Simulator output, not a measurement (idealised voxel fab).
Process module in this document: voxel fin reveal
cross-section cut | 285 nm wide | cells 5 nm
A cross-section is a grid of square cells, given in bands from the top down. A band is one or more rows of cells. Each band's line starts with the height of the band's top and of its bottom, in nm. Then come its materials from left to right, each with its width in nm. One material with "all across" fills the band from edge to edge. "empty" is empty space. The level at which height equals 0 is the one under which the wafer, as it arrives, is entirely one material. No lower edge exists for the bottom band, which continues downward and is notated as in "top 0, no bottom". The two numbers in a width such as "30 to 40" mark its ends across the band: the first belongs to the top row of cells, the second to the bottom row, and from each row to the next the width moves by the same amount. Step note "remained unchanged" = no cross-section cell changed. Enclosed voids (no open way to top), threshold 8 cells or more, entry "Enclosed void inventory", notation width x height at distance, distance from left edge, nm. Note: text after step settings on the step line = simulator remark on that step. "overlay nm" answers the question of how far to the right of plan the mask lay on a step that has a mask, and when it is negative the answer is to the left.
**The steps planned for the process are as follows**
| 1 | RECEIVE,material Si |
| 2 | CONFORMAL_DEP,material SiN,thk nm 10 |
| 3 | MASKED_ETCH,tone cover,mask id FINS,width nm 15,pitch nm 35,etch materials SiN,depth nm 10,overlay nm 0 |
| 4 | MASKED_ETCH,tone cover,mask id FINS,width nm 15,pitch nm 35,etch materials Si,depth nm 30,overlay nm 0 |
| 5 | OXIDIZE,depth nm 5 |
| 6 | FILL_DEP,material SiO2,thk nm 15 |
| 7 | CMP,height nm 10 |
| 8 | SELECTIVE_ETCH,etch materials SiO2,depth nm 30 |
| 9 | STRIP,etch materials SiN |
**Received-state cross-section, reflecting completion of step 1**
	top 0, no bottom: Si all across
	Enclosed void inventory: none
**Below is the wafer in cross-section after the module was completed. It began from the starting point shown above and followed the plan shown above, except that one mistake was made while running it**
	top 0, bottom -20: empty (120); Si (5); empty (30); Si (5); empty (125)
	top -20, bottom -30: SiO2 (85); empty (35); Si (5); empty (30); Si (5); empty (35); SiO2 (90)
	top -30, bottom -35: SiO2 (120); Si (5); SiO2 (30); Si (5); SiO2 (125)
	top -35, no bottom: Si all across
	Enclosed void inventory: none
Diagnosis: mixed up steps 8 and 9 - ran each in the other's place
